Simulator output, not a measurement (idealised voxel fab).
process module | voxel capacitor over wiring
cross-section cut | 165 nm wide | cells 5 nm
A cross-section is a grid of square cells, given in bands from the top down. A band is one or more rows of cells.
Each band's line starts with the height of the band's top and of its bottom, in nm. Then come its materials from left to right, each with its width in nm. One material with "throughout" fills the band from edge to edge. "air" is empty space.
Height 0 is the level under which the wafer as received is all one material. The lowest band goes on downwards, as in "0 down".
A width such as "30 to 40" changes by the same amount from each row of cells to the next, from the band's top row to its bottom row.
"no change" after a step means that no cell of the cross-section changed.
closed voids: empty space of 8 cells or more with no open way to the top, each as width x height at its distance from the left edge, in nm
after a step's settings: what the simulator itself notes on the step
overlay nm, on a step with a mask: how far to the right of its planned place the mask lay; to the left if negative
plan
1 op RECEIVE | material Si
2 op CONFORMAL_DEP | material SiO2 | thk nm 10
3 op DIRECTIONAL_DEP | material TiN | thk nm 5
4 op DIRECTIONAL_DEP | material W | thk nm 15
5 op PATTERN | tone cover | mask id METAL_1 | material resist | width nm 30 | pitch nm 85 | thk nm 15 | overlay nm 0
6 op DIRECTIONAL_ETCH | etch materials W | depth nm 15
7 op DIRECTIONAL_ETCH | etch materials TiN | depth nm 5
8 op STRIP | etch materials resist
9 op FILL_DEP | material SiO2 | thk nm 5
10 op CMP | height nm 30
11 op CONFORMAL_DEP | material SiCN | thk nm 5
12 op DIRECTIONAL_DEP | material SiO2 | thk nm 10
13 op MASKED_ETCH | tone open | mask id PLUG_1 | width nm 15 | etch materials SiO2 | depth nm 10 | overlay nm 0
14 op MASKED_ETCH | tone open | mask id PLUG_1 | width nm 15 | etch materials SiCN | depth nm 5 | overlay nm 0
15 op EPI | material Ru | thk nm 10
16 op EPI | material Ru | thk nm 5
17 op DIRECTIONAL_DEP | material TiN | thk nm 5
18 op DIRECTIONAL_DEP | material SiN | thk nm 5
19 op DIRECTIONAL_DEP | material TiN | thk nm 5
20 op MASKED_ETCH | tone cover | mask id UPPER_PLATE | width nm 60 | etch materials TiN | depth nm 5 | overlay nm 0
21 op MASKED_ETCH | tone cover | mask id UPPER_PLATE | width nm 60 | etch materials SiN | depth nm 5 | overlay nm 0
22 op MASKED_ETCH | tone cover | mask id LOWER_PLATE | width nm 70 | etch materials TiN | depth nm 5 | overlay nm 0
23 op FILL_DEP | material SiO2 | thk nm 20
24 op CMP | height nm 75
25 op PATTERN | tone open | mask id PLUG_2 | material resist | width nm 15 | thk nm 20 | overlay nm 0
26 op DIRECTIONAL_ETCH | etch materials SiO2 | depth nm 15
27 op STRIP | etch materials resist
28 op CONFORMAL_DEP | material TiN | thk nm 5
29 op FILL_DEP | material W | thk nm 5
30 op CMP | height nm 75
31 op CONFORMAL_DEP | material SiN | thk nm 5
first wafer, as planned
as received, after step 1
  0 down: Si throughout
  closed voids: none
after step 2
  10 to 0: SiO2 throughout
  below 0: unchanged
after step 3
  15 to 10: TiN throughout
  below 10: unchanged
after step 4
  30 to 15: W throughout
  below 15: unchanged
after step 5
  45 to 30: air 25 | resist 30 | air 55 | resist 30 | air 25
  below 30: unchanged
after step 6
  45 to 30: air 25 | resist 30 | air 55 | resist 30 | air 25
  30 to 15: air 25 | W 30 | air 55 | W 30 | air 25
  below 15: unchanged
after step 7
  45 to 30: air 25 | resist 30 | air 55 | resist 30 | air 25
  30 to 15: air 25 | W 30 | air 55 | W 30 | air 25
  15 to 10: air 25 | TiN 30 | air 55 | TiN 30 | air 25
  below 10: unchanged
after step 8
  30 to 15: air 25 | W 30 | air 55 | W 30 | air 25
  below 15: unchanged
after step 9
  35 to 30: SiO2 throughout
  30 to 15: SiO2 25 | W 30 | SiO2 55 | W 30 | SiO2 25
  15 to 10: SiO2 25 | TiN 30 | SiO2 55 | TiN 30 | SiO2 25
  below 10: unchanged
after step 10
  30 to 15: SiO2 25 | W 30 | SiO2 55 | W 30 | SiO2 25
  below 15: unchanged
after step 11
  35 to 30: SiCN throughout
  below 30: unchanged
after step 12
  45 to 35: SiO2 throughout
  below 35: unchanged
after step 13
  45 to 35: SiO2 40 | air 15 | SiO2 110
  below 35: unchanged
after step 14
  45 to 35: SiO2 40 | air 15 | SiO2 110
  35 to 30: SiCN 40 | air 15 | SiCN 110
  below 30: unchanged
after step 15
  45 to 40: SiO2 40 | air 15 | SiO2 110
  40 to 35: SiO2 40 | Ru 15 | SiO2 110
  35 to 30: SiCN 40 | Ru 15 | SiCN 110
  below 30: unchanged
after step 16
  45 to 35: SiO2 40 | Ru 15 | SiO2 110
  below 35: unchanged
after step 17
  50 to 45: TiN throughout
  below 45: unchanged
after step 18
  55 to 50: SiN throughout
  below 50: unchanged
after step 19
  60 to 55: TiN throughout
  below 55: unchanged
after step 20
  60 to 55: air 40 | TiN 60 | air 65
  below 55: unchanged
after step 21
  60 to 55: air 40 | TiN 60 | air 65
  55 to 50: air 40 | SiN 60 | air 65
  below 50: unchanged
after step 22
  60 to 55: air 40 | TiN 60 | air 65
  55 to 50: air 40 | SiN 60 | air 65
  50 to 45: air 35 | TiN 70 | air 60
  below 45: unchanged
after step 23
  80 to 60: SiO2 throughout
  60 to 55: SiO2 40 | TiN 60 | SiO2 65
  55 to 50: SiO2 40 | SiN 60 | SiO2 65
  50 to 45: SiO2 35 | TiN 70 | SiO2 60
  below 45: unchanged
after step 24
  75 to 60: SiO2 throughout
  below 60: unchanged
after step 25
  95 to 75: resist 50 | air 15 | resist 100
  below 75: unchanged
after step 26
  95 to 75: resist 50 | air 15 | resist 100
  75 to 60: SiO2 50 | air 15 | SiO2 100
  below 60: unchanged
after step 27
  75 to 60: SiO2 50 | air 15 | SiO2 100
  below 60: unchanged
after step 28
  80 to 75: TiN 55 | air 5 | TiN 105
  75 to 65: SiO2 50 | TiN 5 | air 5 | TiN 5 | SiO2 100
  65 to 55: SiO2 50 to 40 | TiN 15 to 60 | SiO2 100 to 65
  below 55: unchanged
after step 29
  85 to 80: W throughout
  80 to 75: TiN 55 | W 5 | TiN 105
  75 to 65: SiO2 50 | TiN 5 | W 5 | TiN 5 | SiO2 100
  below 65: unchanged
after step 30
  75 to 65: SiO2 50 | TiN 5 | W 5 | TiN 5 | SiO2 100
  below 65: unchanged
after step 31
  80 to 75: SiN throughout
  below 75: unchanged
second wafer: like start, like plan, one mistake. Through step 2 it matches the first wafer
when step 3 should have ended: no change
when step 4 should have ended
  25 to 10: W throughout
  below 10: unchanged
when step 5 should have ended
  40 to 25: air 25 | resist 30 | air 55 | resist 30 | air 25
  below 25: unchanged
when step 6 should have ended
  40 to 25: air 25 | resist 30 | air 55 | resist 30 | air 25
  25 to 10: air 25 | W 30 | air 55 | W 30 | air 25
  below 10: unchanged
when step 7 should have ended: no change
when step 8 should have ended
  25 to 10: air 25 | W 30 | air 55 | W 30 | air 25
  below 10: unchanged
when step 9 should have ended
  30 to 25: SiO2 throughout
  25 to 10: SiO2 25 | W 30 | SiO2 55 | W 30 | SiO2 25
  below 10: unchanged
when step 10 should have ended: no change
when step 11 should have ended
  35 to 30: SiCN throughout
  below 30: unchanged
when step 12 should have ended
  45 to 35: SiO2 throughout
  below 35: unchanged
when step 13 should have ended
  45 to 35: SiO2 40 | air 15 | SiO2 110
  below 35: unchanged
when step 14 should have ended
  45 to 35: SiO2 40 | air 15 | SiO2 110
  35 to 30: SiCN 40 | air 15 | SiCN 110
  below 30: unchanged
when step 15 should have ended: no change
when step 16 should have ended: no change
when step 17 should have ended
  50 to 45: TiN 40 | air 15 | TiN 110
  45 to 35: SiO2 40 | air 15 | SiO2 110
  35 to 30: SiCN 40 | TiN 15 | SiCN 110
  below 30: unchanged
when step 18 should have ended
  55 to 50: SiN 40 | air 15 | SiN 110
  50 to 45: TiN 40 | air 15 | TiN 110
  45 to 40: SiO2 40 | air 15 | SiO2 110
  40 to 35: SiO2 40 | SiN 15 | SiO2 110
  below 35: unchanged
when step 19 should have ended
  60 to 55: TiN 40 | air 15 | TiN 110
  55 to 50: SiN 40 | air 15 | SiN 110
  50 to 45: TiN 40 | air 15 | TiN 110
  45 to 40: SiO2 40 | TiN 15 | SiO2 110
  below 40: unchanged
when step 20 should have ended
  60 to 55: air 55 | TiN 45 | air 65
  below 55: unchanged
when step 21 should have ended
  60 to 55: air 55 | TiN 45 | air 65
  55 to 50: air 55 | SiN 45 | air 65
  below 50: unchanged
when step 22 should have ended
  60 to 55: air 55 | TiN 45 | air 65
  55 to 50: air 55 | SiN 45 | air 65
  50 to 45: air 35 | TiN 5 | air 15 | TiN 50 | air 60
  below 45: unchanged
when step 23 should have ended
  80 to 60: SiO2 throughout
  60 to 55: SiO2 55 | TiN 45 | SiO2 65
  55 to 50: SiO2 55 | SiN 45 | SiO2 65
  50 to 45: SiO2 35 | TiN 5 | SiO2 15 | TiN 50 | SiO2 60
  below 45: unchanged
when step 24 should have ended
  75 to 60: SiO2 throughout
  below 60: unchanged
when step 25 should have ended
  95 to 75: resist 50 | air 15 | resist 100
  below 75: unchanged
when step 26 should have ended
  95 to 75: resist 50 | air 15 | resist 100
  75 to 60: SiO2 50 | air 15 | SiO2 100
  below 60: unchanged
when step 27 should have ended
  75 to 60: SiO2 50 | air 15 | SiO2 100
  below 60: unchanged
when step 28 should have ended
  80 to 75: TiN 55 | air 5 | TiN 105
  75 to 65: SiO2 50 | TiN 5 | air 5 | TiN 5 | SiO2 100
  65 to 55: SiO2 50 to 55 | TiN 15 to 45 | SiO2 100 to 65
  below 55: unchanged
when step 29 should have ended
  85 to 80: W throughout
  80 to 75: TiN 55 | W 5 | TiN 105
  75 to 65: SiO2 50 | TiN 5 | W 5 | TiN 5 | SiO2 100
  below 65: unchanged
when step 30 should have ended
  75 to 65: SiO2 50 | TiN 5 | W 5 | TiN 5 | SiO2 100
  below 65: unchanged
when step 31 should have ended
  80 to 75: SiN throughout
  below 75: unchanged
what went wrong: step 3 was left out
at the end the second wafer has, in cells: 9 fewer of Ru | 21 more of SiO2 | 12 fewer of TiN
